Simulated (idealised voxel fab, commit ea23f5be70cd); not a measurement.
Presented below is a process module, voxel wiring stack.
Displayed cross-section: cut, width of 270 nm, square cells sized 5 nm.
Cross-section spec: square-cell grid; bands listed top down; each band is one or more rows.
The entry gives the band's vertical extent as a top height and a bottom height in nm, then its horizontal make-up as materials from left to right, each with a width in nm. "air" stands for empty space; a single material marked "all across" fills the band edge to edge.
The level at which height equals 0 is the one under which the wafer, as it arrives, is entirely one material. No lower edge exists for the bottom band, which continues downward and is notated as in "0 down".
The two numbers in a width such as "30 to 40" mark its ends across the band: the first belongs to the top row of cells, the second to the bottom row, and from each row to the next the width moves by the same amount.
Basically "remains unaltered" means that step didn't change any cell in the cross-section.
Empty spaces without an open route to the top, at least 8 cells in extent, make up the entry "Cavities, closed"; each is given as width x height at distance, where the distance is measured from the left edge, and all are in nm.
after a step's settings: what the simulator itself notes on the step
On any step carrying a mask, the "overlay nm" setting, if present on the step's line, tells how far right of its planned place the mask lay; negative values point to the left.
Pairs, read this way: before one process step on the one hand, after it on the other, the after cross-section ending at the lowest band that changed; the step between, settings included, beneath. Same starting wafer throughout, but possibly different runs of this module, so no pair continues from the pair above unless its entry headed "Pre-step condition" says so.

Pre-step condition:
  0 down = Si all across
  Cavities, closed: none

After:
  15 to 0 = SiO2 all across
  below 0: unchanged
  Cavities, closed: none
Operation between the pre and post cross-sections above: CONFORMAL_DEP (material SiO2; thk nm 15)

Pre-step condition: look at the pair above, its after cross-section is where this step starts.

After:
  20 to 15 = SiN all across
  below 15: unchanged
  Cavities, closed: none
Operation between the pre and post cross-sections above: CONFORMAL_DEP (material SiN; thk nm 5)

Pre-step condition: look at the pair above, its after cross-section is where this step starts.

After:
  35 to 20 = lowk all across
  below 20: unchanged
  Cavities, closed: none
Operation between the pre and post cross-sections above: DIRECTIONAL_DEP (material lowk; thk nm 15)

Pre-step condition: look at the pair above, its after cross-section is where this step starts.

After:
  55 to 35 = 30 nm resist / 30 nm air / 30 nm resist / 30 nm air / 30 nm resist / 30 nm air / 30 nm resist / 30 nm air / 30 nm resist
  below 35: unchanged
  Cavities, closed: none
Operation between the pre and post cross-sections above: PATTERN (tone open; mask id METAL_1; material resist; width nm 30; pitch nm 60; thk nm 20; overlay nm 0)

Pre-step condition: look at the pair above, its after cross-section is where this step starts.

After:
  55 to 35 = 30 nm resist / 30 nm air / 30 nm resist / 30 nm air / 30 nm resist / 30 nm air / 30 nm resist / 30 nm air / 30 nm resist
  35 to 20 = 30 nm lowk / 30 nm air / 30 nm lowk / 30 nm air / 30 nm lowk / 30 nm air / 30 nm lowk / 30 nm air / 30 nm lowk
  below 20: unchanged
  Cavities, closed: none
Operation between the pre and post cross-sections above: DIRECTIONAL_ETCH (etch materials lowk; depth nm 15)

Pre-step condition: look at the pair above, its after cross-section is where this step starts.

After:
  55 to 35 = 30 nm resist / 30 nm air / 30 nm resist / 30 nm air / 30 nm resist / 30 nm air / 30 nm resist / 30 nm air / 30 nm resist
  35 to 20 = 30 nm lowk / 30 nm air / 30 nm lowk / 30 nm air / 30 nm lowk / 30 nm air / 30 nm lowk / 30 nm air / 30 nm lowk
  20 to 15 = 30 nm SiN / 30 nm air / 30 nm SiN / 30 nm air / 30 nm SiN / 30 nm air / 30 nm SiN / 30 nm air / 30 nm SiN
  below 15: unchanged
  Cavities, closed: none
Operation between the pre and post cross-sections above: DIRECTIONAL_ETCH (etch materials SiN; depth nm 5)

Pre-step condition: look at the pair above, its after cross-section is where this step starts.

After:
  35 to 20 = 30 nm lowk / 30 nm air / 30 nm lowk / 30 nm air / 30 nm lowk / 30 nm air / 30 nm lowk / 30 nm air / 30 nm lowk
  below 20: unchanged
  Cavities, closed: none
Operation between the pre and post cross-sections above: STRIP (etch materials resist)

Pre-step condition: look at the pair above, its after cross-section is where this step starts.

After:
  40 to 35 = 35 nm TiN / 20 nm air / 40 nm TiN / 20 nm air / 40 nm TiN / 20 nm air / 40 nm TiN / 20 nm air / 35 nm TiN
  35 to 20 = 30 nm lowk / 5 nm TiN / 20 nm air / 5 nm TiN / 30 nm lowk / 5 nm TiN / 20 nm air / 5 nm TiN / 30 nm lowk / 5 nm TiN / 20 nm air / 5 nm TiN / 30 nm lowk / 5 nm TiN / 20 nm air / 5 nm TiN / 30 nm lowk
  20 to 15 = 30 nm SiN / 30 nm TiN / 30 nm SiN / 30 nm TiN / 30 nm SiN / 30 nm TiN / 30 nm SiN / 30 nm TiN / 30 nm SiN
  below 15: unchanged
  Cavities, closed: none
Operation between the pre and post cross-sections above: CONFORMAL_DEP (material TiN; thk nm 5)

Pre-step condition: look at the pair above, its after cross-section is where this step starts.

After:
  45 to 40 = Cu all across
  40 to 35 = 35 nm TiN / 20 nm Cu / 40 nm TiN / 20 nm Cu / 40 nm TiN / 20 nm Cu / 40 nm TiN / 20 nm Cu / 35 nm TiN
  35 to 20 = 30 nm lowk / 5 nm TiN / 20 nm Cu / 5 nm TiN / 30 nm lowk / 5 nm TiN / 20 nm Cu / 5 nm TiN / 30 nm lowk / 5 nm TiN / 20 nm Cu / 5 nm TiN / 30 nm lowk / 5 nm TiN / 20 nm Cu / 5 nm TiN / 30 nm lowk
  below 20: unchanged
  Cavities, closed: none
Operation between the pre and post cross-sections above: FILL_DEP (material Cu; thk nm 5)

Pre-step condition: look at the pair above, its after cross-section is where this step starts.

After:
  35 to 20 = 30 nm lowk / 5 nm TiN / 20 nm Cu / 5 nm TiN / 30 nm lowk / 5 nm TiN / 20 nm Cu / 5 nm TiN / 30 nm lowk / 5 nm TiN / 20 nm Cu / 5 nm TiN / 30 nm lowk / 5 nm TiN / 20 nm Cu / 5 nm TiN / 30 nm lowk
  below 20: unchanged
  Cavities, closed: none
Operation between the pre and post cross-sections above: CMP (height nm 35)

Pre-step condition: look at the pair above, its after cross-section is where this step starts.

After:
  40 to 35 = SiCN all across
  below 35: unchanged
  Cavities, closed: none
Operation between the pre and post cross-sections above: CONFORMAL_DEP (material SiCN; thk nm 5)

Pre-step condition: look at the pair above, its after cross-section is where this step starts.

After:
  70 to 40 = lowk all across
  below 40: unchanged
  Cavities, closed: none
Operation between the pre and post cross-sections above: DIRECTIONAL_DEP (material lowk; thk nm 30)

Pre-step condition: look at the pair above, its after cross-section is where this step starts.

After:
  80 to 70 = aC all across
  below 70: unchanged
  Cavities, closed: none
Operation between the pre and post cross-sections above: DIRECTIONAL_DEP (material aC; thk nm 10)

Pre-step condition: look at the pair above, its after cross-section is where this step starts.

After:
  105 to 80 = 30 nm resist / 30 nm air / 30 nm resist / 30 nm air / 30 nm resist / 30 nm air / 30 nm resist / 30 nm air / 30 nm resist
  below 80: unchanged
  Cavities, closed: none
Operation between the pre and post cross-sections above: PATTERN (tone open; mask id METAL_2; material resist; width nm 30; pitch nm 60; thk nm 25; overlay nm 0)

Pre-step condition: look at the pair above, its after cross-section is where this step starts.

After:
  95 to 80 = 30 nm resist / 30 nm air / 30 nm resist / 30 nm air / 30 nm resist / 30 nm air / 30 nm resist / 30 nm air / 30 nm resist
  80 to 70 = 30 nm aC / 30 nm air / 30 nm aC / 30 nm air / 30 nm aC / 30 nm air / 30 nm aC / 30 nm air / 30 nm aC
  below 70: unchanged
  Cavities, closed: none
Operation between the pre and post cross-sections above: DIRECTIONAL_ETCH (etch materials aC; depth nm 10)

Pre-step condition: look at the pair above, its after cross-section is where this step starts.

After:
  80 to 70 = 30 nm aC / 30 nm air / 30 nm aC / 30 nm air / 30 nm aC / 30 nm air / 30 nm aC / 30 nm air / 30 nm aC
  below 70: unchanged
  Cavities, closed: none
Operation between the pre and post cross-sections above: STRIP (etch materials resist)

Pre-step condition: look at the pair above, its after cross-section is where this step starts.

After:
  80 to 70 = 30 nm aC / 30 nm air / 30 nm aC / 30 nm air / 30 nm aC / 30 nm air / 30 nm aC / 30 nm air / 30 nm aC
  70 to 50 = 30 nm lowk / 30 nm air / 30 nm lowk / 30 nm air / 30 nm lowk / 30 nm air / 30 nm lowk / 30 nm air / 30 nm lowk
  below 50: unchanged
  Cavities, closed: none
Operation between the pre and post cross-sections above: DIRECTIONAL_ETCH (etch materials lowk; depth nm 20)

Pre-step condition: look at the pair above, its after cross-section is where this step starts.

After:
  70 to 50 = 30 nm lowk / 30 nm air / 30 nm lowk / 30 nm air / 30 nm lowk / 30 nm air / 30 nm lowk / 30 nm air / 30 nm lowk
  below 50: unchanged
  Cavities, closed: none
Operation between the pre and post cross-sections above: STRIP (etch materials aC)

Pre-step condition: look at the pair above, its after cross-section is where this step starts.

After:
  70 to 50 = 30 nm lowk / 30 nm air / 30 nm lowk / 30 nm air / 30 nm lowk / 30 nm air / 30 nm lowk / 30 nm air / 30 nm lowk
  50 to 40 = 30 nm lowk / 15 nm air / 45 nm lowk / 15 nm air / 45 nm lowk / 15 nm air / 45 nm lowk / 15 nm air / 45 nm lowk
  below 40: unchanged
  Cavities, closed: none
Operation between the pre and post cross-sections above: MASKED_ETCH (tone open; mask id METAL_2_HOLES; width nm 15; pitch nm 60; etch materials lowk; depth nm 10; overlay nm 0)

Pre-step condition: look at the pair above, its after cross-section is where this step starts.

After:
  70 to 50 = 30 nm lowk / 30 nm air / 30 nm lowk / 30 nm air / 30 nm lowk / 30 nm air / 30 nm lowk / 30 nm air / 30 nm lowk
  50 to 40 = 30 nm lowk / 15 nm air / 45 nm lowk / 15 nm air / 45 nm lowk / 15 nm air / 45 nm lowk / 15 nm air / 45 nm lowk
  40 to 35 = 30 nm SiCN / 15 nm air / 45 nm SiCN / 15 nm air / 45 nm SiCN / 15 nm air / 45 nm SiCN / 15 nm air / 45 nm SiCN
  below 35: unchanged
  Cavities, closed: none
Operation between the pre and post cross-sections above: MASKED_ETCH (tone open; mask id METAL_2_HOLES; width nm 15; pitch nm 60; etch materials SiCN; depth nm 5; overlay nm 0)

Pre-step condition: look at the pair above, its after cross-section is where this step starts.

After:
  75 to 70 = 35 nm TiN / 20 nm air / 40 nm TiN / 20 nm air / 40 nm TiN / 20 nm air / 40 nm TiN / 20 nm air / 35 nm TiN
  70 to 55 = 30 nm lowk / 5 nm TiN / 20 nm air / 5 nm TiN / 30 nm lowk / 5 nm TiN / 20 nm air / 5 nm TiN / 30 nm lowk / 5 nm TiN / 20 nm air / 5 nm TiN / 30 nm lowk / 5 nm TiN / 20 nm air / 5 nm TiN / 30 nm lowk
  55 to 50 = 30 nm lowk / 5 nm TiN / 5 nm air / 20 nm TiN / 30 nm lowk / 5 nm TiN / 5 nm air / 20 nm TiN / 30 nm lowk / 5 nm TiN / 5 nm air / 20 nm TiN / 30 nm lowk / 5 nm TiN / 5 nm air / 20 nm TiN / 30 nm lowk
  50 to 40 = 30 nm lowk / 5 nm TiN / 5 nm air / 5 nm TiN / 45 nm lowk / 5 nm TiN / 5 nm air / 5 nm TiN / 45 nm lowk / 5 nm TiN / 5 nm air / 5 nm TiN / 45 nm lowk / 5 nm TiN / 5 nm air / 5 nm TiN / 45 nm lowk
  40 to 35 = 30 nm SiCN / 15 nm TiN / 45 nm SiCN / 15 nm TiN / 45 nm SiCN / 15 nm TiN / 45 nm SiCN / 15 nm TiN / 45 nm SiCN
  below 35: unchanged
  Cavities, closed: none
Operation between the pre and post cross-sections above: CONFORMAL_DEP (material TiN; thk nm 5)

Pre-step condition: look at the pair above, its after cross-section is where this step starts.

After:
  80 to 75 = Cu all across
  75 to 70 = 35 nm TiN / 20 nm Cu / 40 nm TiN / 20 nm Cu / 40 nm TiN / 20 nm Cu / 40 nm TiN / 20 nm Cu / 35 nm TiN
  70 to 55 = 30 nm lowk / 5 nm TiN / 20 nm Cu / 5 nm TiN / 30 nm lowk / 5 nm TiN / 20 nm Cu / 5 nm TiN / 30 nm lowk / 5 nm TiN / 20 nm Cu / 5 nm TiN / 30 nm lowk / 5 nm TiN / 20 nm Cu / 5 nm TiN / 30 nm lowk
  55 to 50 = 30 nm lowk / 5 nm TiN / 5 nm Cu / 20 nm TiN / 30 nm lowk / 5 nm TiN / 5 nm Cu / 20 nm TiN / 30 nm lowk / 5 nm TiN / 5 nm Cu / 20 nm TiN / 30 nm lowk / 5 nm TiN / 5 nm Cu / 20 nm TiN / 30 nm lowk
  50 to 40 = 30 nm lowk / 5 nm TiN / 5 nm Cu / 5 nm TiN / 45 nm lowk / 5 nm TiN / 5 nm Cu / 5 nm TiN / 45 nm lowk / 5 nm TiN / 5 nm Cu / 5 nm TiN / 45 nm lowk / 5 nm TiN / 5 nm Cu / 5 nm TiN / 45 nm lowk
  below 40: unchanged
  Cavities, closed: none
Operation between the pre and post cross-sections above: FILL_DEP (material Cu; thk nm 5)

Pre-step condition: look at the pair above, its after cross-section is where this step starts.

After:
  70 to 55 = 30 nm lowk / 5 nm TiN / 20 nm Cu / 5 nm TiN / 30 nm lowk / 5 nm TiN / 20 nm Cu / 5 nm TiN / 30 nm lowk / 5 nm TiN / 20 nm Cu / 5 nm TiN / 30 nm lowk / 5 nm TiN / 20 nm Cu / 5 nm TiN / 30 nm lowk
  below 55: unchanged
  Cavities, closed: none
Operation between the pre and post cross-sections above: CMP (height nm 70)

Pre-step condition: look at the pair above, its after cross-section is where this step starts.

After:
  75 to 70 = SiCN all across
  below 70: unchanged
  Cavities, closed: none
Operation between the pre and post cross-sections above: CONFORMAL_DEP (material SiCN; thk nm 5)

Pre-step condition: look at the pair above, its after cross-section is where this step starts.

After:
  105 to 75 = lowk all across
  below 75: unchanged
  Cavities, closed: none
Operation between the pre and post cross-sections above: DIRECTIONAL_DEP (material lowk; thk nm 30)

Pre-step condition: look at the pair above, its after cross-section is where this step starts.

After:
  115 to 105 = aC all across
  below 105: unchanged
  Cavities, closed: none
Operation between the pre and post cross-sections above: DIRECTIONAL_DEP (material aC; thk nm 10)

Pre-step condition: look at the pair above, its after cross-section is where this step starts.

After:
  140 to 115 = 30 nm resist / 15 nm air / 105 nm resist / 15 nm air / 105 nm resist
  below 115: unchanged
  Cavities, closed: none
Operation between the pre and post cross-sections above: PATTERN (tone open; mask id METAL_3_HOLES; material resist; width nm 15; pitch nm 120; thk nm 25; overlay nm 0)

Pre-step condition: look at the pair above, its after cross-section is where this step starts.

After:
  130 to 115 = 30 nm resist / 15 nm air / 105 nm resist / 15 nm air / 105 nm resist
  115 to 105 = 30 nm aC / 15 nm air / 105 nm aC / 15 nm air / 105 nm aC
  below 105: unchanged
  Cavities, closed: none
Operation between the pre and post cross-sections above: DIRECTIONAL_ETCH (etch materials aC; depth nm 10)

Pre-step condition: look at the pair above, its after cross-section is where this step starts.

After:
  115 to 105 = 30 nm aC / 15 nm air / 105 nm aC / 15 nm air / 105 nm aC
  below 105: unchanged
  Cavities, closed: none
Operation between the pre and post cross-sections above: STRIP (etch materials resist)

Pre-step condition: look at the pair above, its after cross-section is where this step starts.

After:
  115 to 105 = 30 nm aC / 15 nm air / 105 nm aC / 15 nm air / 105 nm aC
  105 to 75 = 30 nm lowk / 15 nm air / 105 nm lowk / 15 nm air / 105 nm lowk
  below 75: unchanged
  Cavities, closed: none
Operation between the pre and post cross-sections above: DIRECTIONAL_ETCH (etch materials lowk; depth nm 30)

Pre-step condition: look at the pair above, its after cross-section is where this step starts.

After:
  105 to 75 = 30 nm lowk / 15 nm air / 105 nm lowk / 15 nm air / 105 nm lowk
  below 75: unchanged
  Cavities, closed: none
Operation between the pre and post cross-sections above: STRIP (etch materials aC)

Pre-step condition: look at the pair above, its after cross-section is where this step starts.

After:
  115 to 105 = 30 nm aC / 15 nm air / 105 nm aC / 15 nm air / 105 nm aC
  105 to 85 = 30 nm lowk / 15 nm air / 105 nm lowk / 15 nm air / 105 nm lowk
  85 to 75 = 30 nm lowk / 15 nm aC / 105 nm lowk / 15 nm aC / 105 nm lowk
  below 75: unchanged
  Cavities, closed: none
Operation between the pre and post cross-sections above: DIRECTIONAL_DEP (material aC; thk nm 10)

Pre-step condition: look at the pair above, its after cross-section is where this step starts.

After:
  140 to 115 = 30 nm resist / 30 nm air / 30 nm resist / 30 nm air / 30 nm resist / 30 nm air / 30 nm resist / 30 nm air / 30 nm resist
  below 115: unchanged
  Cavities, closed: none
Operation between the pre and post cross-sections above: PATTERN (tone open; mask id METAL_3; material resist; width nm 30; pitch nm 60; thk nm 25; overlay nm 0)

Pre-step condition: look at the pair above, its after cross-section is where this step starts.

After:
  130 to 115 = 30 nm resist / 30 nm air / 30 nm resist / 30 nm air / 30 nm resist / 30 nm air / 30 nm resist / 30 nm air / 30 nm resist
  115 to 105 = 30 nm aC / 30 nm air / 30 nm aC / 30 nm air / 30 nm aC / 30 nm air / 30 nm aC / 30 nm air / 30 nm aC
  105 to 75 = 30 nm lowk / 15 nm air / 105 nm lowk / 15 nm air / 105 nm lowk
  below 75: unchanged
  Cavities, closed: none
Operation between the pre and post cross-sections above: DIRECTIONAL_ETCH (etch materials aC; depth nm 10)

Pre-step condition: look at the pair above, its after cross-section is where this step starts.

After:
  115 to 105 = 30 nm aC / 30 nm air / 30 nm aC / 30 nm air / 30 nm aC / 30 nm air / 30 nm aC / 30 nm air / 30 nm aC
  below 105: unchanged
  Cavities, closed: none
Operation between the pre and post cross-sections above: STRIP (etch materials resist)

Pre-step condition: look at the pair above, its after cross-section is where this step starts.

After:
  115 to 105 = 30 nm aC / 30 nm air / 30 nm aC / 30 nm air / 30 nm aC / 30 nm air / 30 nm aC / 30 nm air / 30 nm aC
  105 to 90 = 30 nm lowk / 30 nm air / 30 nm lowk / 30 nm air / 30 nm lowk / 30 nm air / 30 nm lowk / 30 nm air / 30 nm lowk
  below 90: unchanged
  Cavities, closed: none
Operation between the pre and post cross-sections above: DIRECTIONAL_ETCH (etch materials lowk; depth nm 15)

Pre-step condition: look at the pair above, its after cross-section is where this step starts.

After:
  115 to 105 = 30 nm aC / 30 nm air / 30 nm aC / 30 nm air / 30 nm aC / 30 nm air / 30 nm aC / 30 nm air / 30 nm aC
  105 to 90 = 30 nm lowk / 30 nm air / 30 nm lowk / 30 nm air / 30 nm lowk / 30 nm air / 30 nm lowk / 30 nm air / 30 nm lowk
  90 to 75 = 30 nm lowk / 15 nm air / 105 nm lowk / 15 nm air / 105 nm lowk
  75 to 70 = 30 nm SiCN / 15 nm air / 105 nm SiCN / 15 nm air / 105 nm SiCN
  below 70: unchanged
  Cavities, closed: none
Operation between the pre and post cross-sections above: DIRECTIONAL_ETCH (etch materials SiCN; depth nm 5)

Pre-step condition: look at the pair above, its after cross-section is where this step starts.

After:
  105 to 90 = 30 nm lowk / 30 nm air / 30 nm lowk / 30 nm air / 30 nm lowk / 30 nm air / 30 nm lowk / 30 nm air / 30 nm lowk
  below 90: unchanged
  Cavities, closed: none
Operation between the pre and post cross-sections above: STRIP (etch materials aC)

Pre-step condition: look at the pair above, its after cross-section is where this step starts.

After:
  110 to 105 = 35 nm TiN / 20 nm air / 40 nm TiN / 20 nm air / 40 nm TiN / 20 nm air / 40 nm TiN / 20 nm air / 35 nm TiN
  105 to 95 = 30 nm lowk / 5 nm TiN / 20 nm air / 5 nm TiN / 30 nm lowk / 5 nm TiN / 20 nm air / 5 nm TiN / 30 nm lowk / 5 nm TiN / 20 nm air / 5 nm TiN / 30 nm lowk / 5 nm TiN / 20 nm air / 5 nm TiN / 30 nm lowk
  95 to 90 = 30 nm lowk / 5 nm TiN / 5 nm air / 20 nm TiN / 30 nm lowk / 30 nm TiN / 30 nm lowk / 5 nm TiN / 5 nm air / 20 nm TiN / 30 nm lowk / 30 nm TiN / 30 nm lowk
  90 to 75 = 30 nm lowk / 5 nm TiN / 5 nm air / 5 nm TiN / 105 nm lowk / 5 nm TiN / 5 nm air / 5 nm TiN / 105 nm lowk
  75 to 70 = 30 nm SiCN / 15 nm TiN / 105 nm SiCN / 15 nm TiN / 105 nm SiCN
  below 70: unchanged
  Cavities, closed: none
Operation between the pre and post cross-sections above: CONFORMAL_DEP (material TiN; thk nm 5)

Pre-step condition: look at the pair above, its after cross-section is where this step starts.

After:
  115 to 110 = Cu all across
  110 to 105 = 35 nm TiN / 20 nm Cu / 40 nm TiN / 20 nm Cu / 40 nm TiN / 20 nm Cu / 40 nm TiN / 20 nm Cu / 35 nm TiN
  105 to 95 = 30 nm lowk / 5 nm TiN / 20 nm Cu / 5 nm TiN / 30 nm lowk / 5 nm TiN / 20 nm Cu / 5 nm TiN / 30 nm lowk / 5 nm TiN / 20 nm Cu / 5 nm TiN / 30 nm lowk / 5 nm TiN / 20 nm Cu / 5 nm TiN / 30 nm lowk
  95 to 90 = 30 nm lowk / 5 nm TiN / 5 nm Cu / 20 nm TiN / 30 nm lowk / 30 nm TiN / 30 nm lowk / 5 nm TiN / 5 nm Cu / 20 nm TiN / 30 nm lowk / 30 nm TiN / 30 nm lowk
  90 to 75 = 30 nm lowk / 5 nm TiN / 5 nm Cu / 5 nm TiN / 105 nm lowk / 5 nm TiN / 5 nm Cu / 5 nm TiN / 105 nm lowk
  below 75: unchanged
  Cavities, closed: none
Operation between the pre and post cross-sections above: FILL_DEP (material Cu; thk nm 5)

Pre-step condition: look at the pair above, its after cross-section is where this step starts.

After:
  105 to 95 = 30 nm lowk / 5 nm TiN / 20 nm Cu / 5 nm TiN / 30 nm lowk / 5 nm TiN / 20 nm Cu / 5 nm TiN / 30 nm lowk / 5 nm TiN / 20 nm Cu / 5 nm TiN / 30 nm lowk / 5 nm TiN / 20 nm Cu / 5 nm TiN / 30 nm lowk
  below 95: unchanged
  Cavities, closed: none
Operation between the pre and post cross-sections above: CMP (height nm 105)

Pre-step condition: look at the pair above, its after cross-section is where this step starts.

After:
  110 to 105 = SiCN all across
  below 105: unchanged
  Cavities, closed: none
Operation between the pre and post cross-sections above: CONFORMAL_DEP (material SiCN; thk nm 5)

Pre-step condition:
  15 to 0 = SiO2 all across
  0 down = Si all across
  Cavities, closed: none

After:
  30 to 15 = lowk all across
  below 15: unchanged
  Cavities, closed: none
Operation between the pre and post cross-sections above: DIRECTIONAL_DEP (material lowk; thk nm 15)

Pre-step condition: look at the pair above, its after cross-section is where this step starts.

After:
  50 to 30 = 30 nm resist / 30 nm air / 30 nm resist / 30 nm air / 30 nm resist / 30 nm air / 30 nm resist / 30 nm air / 30 nm resist
  below 30: unchanged
  Cavities, closed: none
Operation between the pre and post cross-sections above: PATTERN (tone open; mask id METAL_1; material resist; width nm 30; pitch nm 60; thk nm 20; overlay nm 0)

Pre-step condition: look at the pair above, its after cross-section is where this step starts.

After:
  50 to 30 = 30 nm resist / 30 nm air / 30 nm resist / 30 nm air / 30 nm resist / 30 nm air / 30 nm resist / 30 nm air / 30 nm resist
  30 to 15 = 30 nm lowk / 30 nm air / 30 nm lowk / 30 nm air / 30 nm lowk / 30 nm air / 30 nm lowk / 30 nm air / 30 nm lowk
  below 15: unchanged
  Cavities, closed: none
Operation between the pre and post cross-sections above: DIRECTIONAL_ETCH (etch materials lowk; depth nm 15)

Pre-step condition: look at the pair above, its after cross-section is where this step starts.

After:
  30 to 15 = 30 nm lowk / 30 nm air / 30 nm lowk / 30 nm air / 30 nm lowk / 30 nm air / 30 nm lowk / 30 nm air / 30 nm lowk
  below 15: unchanged
  Cavities, closed: none
Operation between the pre and post cross-sections above: STRIP (etch materials resist)

Pre-step condition: look at the pair above, its after cross-section is where this step starts.

After:
  35 to 30 = 35 nm TiN / 20 nm air / 40 nm TiN / 20 nm air / 40 nm TiN / 20 nm air / 40 nm TiN / 20 nm air / 35 nm TiN
  30 to 20 = 30 nm lowk / 5 nm TiN / 20 nm air / 5 nm TiN / 30 nm lowk / 5 nm TiN / 20 nm air / 5 nm TiN / 30 nm lowk / 5 nm TiN / 20 nm air / 5 nm TiN / 30 nm lowk / 5 nm TiN / 20 nm air / 5 nm TiN / 30 nm lowk
  20 to 15 = 30 nm lowk / 30 nm TiN / 30 nm lowk / 30 nm TiN / 30 nm lowk / 30 nm TiN / 30 nm lowk / 30 nm TiN / 30 nm lowk
  below 15: unchanged
  Cavities, closed: none
Operation between the pre and post cross-sections above: CONFORMAL_DEP (material TiN; thk nm 5)

Pre-step condition: look at the pair above, its after cross-section is where this step starts.

After:
  40 to 35 = Cu all across
  35 to 30 = 35 nm TiN / 20 nm Cu / 40 nm TiN / 20 nm Cu / 40 nm TiN / 20 nm Cu / 40 nm TiN / 20 nm Cu / 35 nm TiN
  30 to 20 = 30 nm lowk / 5 nm TiN / 20 nm Cu / 5 nm TiN / 30 nm lowk / 5 nm TiN / 20 nm Cu / 5 nm TiN / 30 nm lowk / 5 nm TiN / 20 nm Cu / 5 nm TiN / 30 nm lowk / 5 nm TiN / 20 nm Cu / 5 nm TiN / 30 nm lowk
  below 20: unchanged
  Cavities, closed: none
Operation between the pre and post cross-sections above: FILL_DEP (material Cu; thk nm 5)

Pre-step condition: look at the pair above, its after cross-section is where this step starts.

After:
  35 to 30 = 35 nm TiN / 20 nm Cu / 40 nm TiN / 20 nm Cu / 40 nm TiN / 20 nm Cu / 40 nm TiN / 20 nm Cu / 35 nm TiN
  below 30: unchanged
  Cavities, closed: none
Operation between the pre and post cross-sections above: CMP (height nm 35)

Pre-step condition: look at the pair above, its after cross-section is where this step starts.

After:
  40 to 35 = SiCN all across
  below 35: unchanged
  Cavities, closed: none
Operation between the pre and post cross-sections above: CONFORMAL_DEP (material SiCN; thk nm 5)

Pre-step condition: look at the pair above, its after cross-section is where this step starts.

After:
  70 to 40 = lowk all across
  below 40: unchanged
  Cavities, closed: none
Operation between the pre and post cross-sections above: DIRECTIONAL_DEP (material lowk; thk nm 30)

Pre-step condition: look at the pair above, its after cross-section is where this step starts.

After:
  80 to 70 = aC all across
  below 70: unchanged
  Cavities, closed: none
Operation between the pre and post cross-sections above: DIRECTIONAL_DEP (material aC; thk nm 10)

Pre-step condition: look at the pair above, its after cross-section is where this step starts.

After:
  105 to 80 = 30 nm resist / 30 nm air / 30 nm resist / 30 nm air / 30 nm resist / 30 nm air / 30 nm resist / 30 nm air / 30 nm resist
  below 80: unchanged
  Cavities, closed: none
Operation between the pre and post cross-sections above: PATTERN (tone open; mask id METAL_2; material resist; width nm 30; pitch nm 60; thk nm 25; overlay nm 0)

Pre-step condition: look at the pair above, its after cross-section is where this step starts.

After:
  95 to 80 = 30 nm resist / 30 nm air / 30 nm resist / 30 nm air / 30 nm resist / 30 nm air / 30 nm resist / 30 nm air / 30 nm resist
  80 to 70 = 30 nm aC / 30 nm air / 30 nm aC / 30 nm air / 30 nm aC / 30 nm air / 30 nm aC / 30 nm air / 30 nm aC
  below 70: unchanged
  Cavities, closed: none
Operation between the pre and post cross-sections above: DIRECTIONAL_ETCH (etch materials aC; depth nm 10)

Pre-step condition: look at the pair above, its after cross-section is where this step starts.

After:
  80 to 70 = 30 nm aC / 30 nm air / 30 nm aC / 30 nm air / 30 nm aC / 30 nm air / 30 nm aC / 30 nm air / 30 nm aC
  below 70: unchanged
  Cavities, closed: none
Operation between the pre and post cross-sections above: STRIP (etch materials resist)

Pre-step condition: look at the pair above, its after cross-section is where this step starts.

After:
  80 to 70 = 30 nm aC / 30 nm air / 30 nm aC / 30 nm air / 30 nm aC / 30 nm air / 30 nm aC / 30 nm air / 30 nm aC
  70 to 50 = 30 nm lowk / 30 nm air / 30 nm lowk / 30 nm air / 30 nm lowk / 30 nm air / 30 nm lowk / 30 nm air / 30 nm lowk
  below 50: unchanged
  Cavities, closed: none
Operation between the pre and post cross-sections above: DIRECTIONAL_ETCH (etch materials lowk; depth nm 20)

Pre-step condition: look at the pair above, its after cross-section is where this step starts.

After:
  70 to 50 = 30 nm lowk / 30 nm air / 30 nm lowk / 30 nm air / 30 nm lowk / 30 nm air / 30 nm lowk / 30 nm air / 30 nm lowk
  below 50: unchanged
  Cavities, closed: none
Operation between the pre and post cross-sections above: STRIP (etch materials aC)

Pre-step condition: look at the pair above, its after cross-section is where this step starts.

After:
  70 to 50 = 30 nm lowk / 30 nm air / 30 nm lowk / 30 nm air / 30 nm lowk / 30 nm air / 30 nm lowk / 30 nm air / 30 nm lowk
  50 to 40 = 30 nm lowk / 15 nm air / 45 nm lowk / 15 nm air / 45 nm lowk / 15 nm air / 45 nm lowk / 15 nm air / 45 nm lowk
  below 40: unchanged
  Cavities, closed: none
Operation between the pre and post cross-sections above: MASKED_ETCH (tone open; mask id METAL_2_HOLES; width nm 15; pitch nm 60; etch materials lowk; depth nm 10; overlay nm 0)

Pre-step condition: look at the pair above, its after cross-section is where this step starts.

After:
  70 to 50 = 30 nm lowk / 30 nm air / 30 nm lowk / 30 nm air / 30 nm lowk / 30 nm air / 30 nm lowk / 30 nm air / 30 nm lowk
  50 to 40 = 30 nm lowk / 15 nm air / 45 nm lowk / 15 nm air / 45 nm lowk / 15 nm air / 45 nm lowk / 15 nm air / 45 nm lowk
  40 to 35 = 30 nm SiCN / 15 nm air / 45 nm SiCN / 15 nm air / 45 nm SiCN / 15 nm air / 45 nm SiCN / 15 nm air / 45 nm SiCN
  below 35: unchanged
  Cavities, closed: none
Operation between the pre and post cross-sections above: MASKED_ETCH (tone open; mask id METAL_2_HOLES; width nm 15; pitch nm 60; etch materials SiCN; depth nm 5; overlay nm 0)
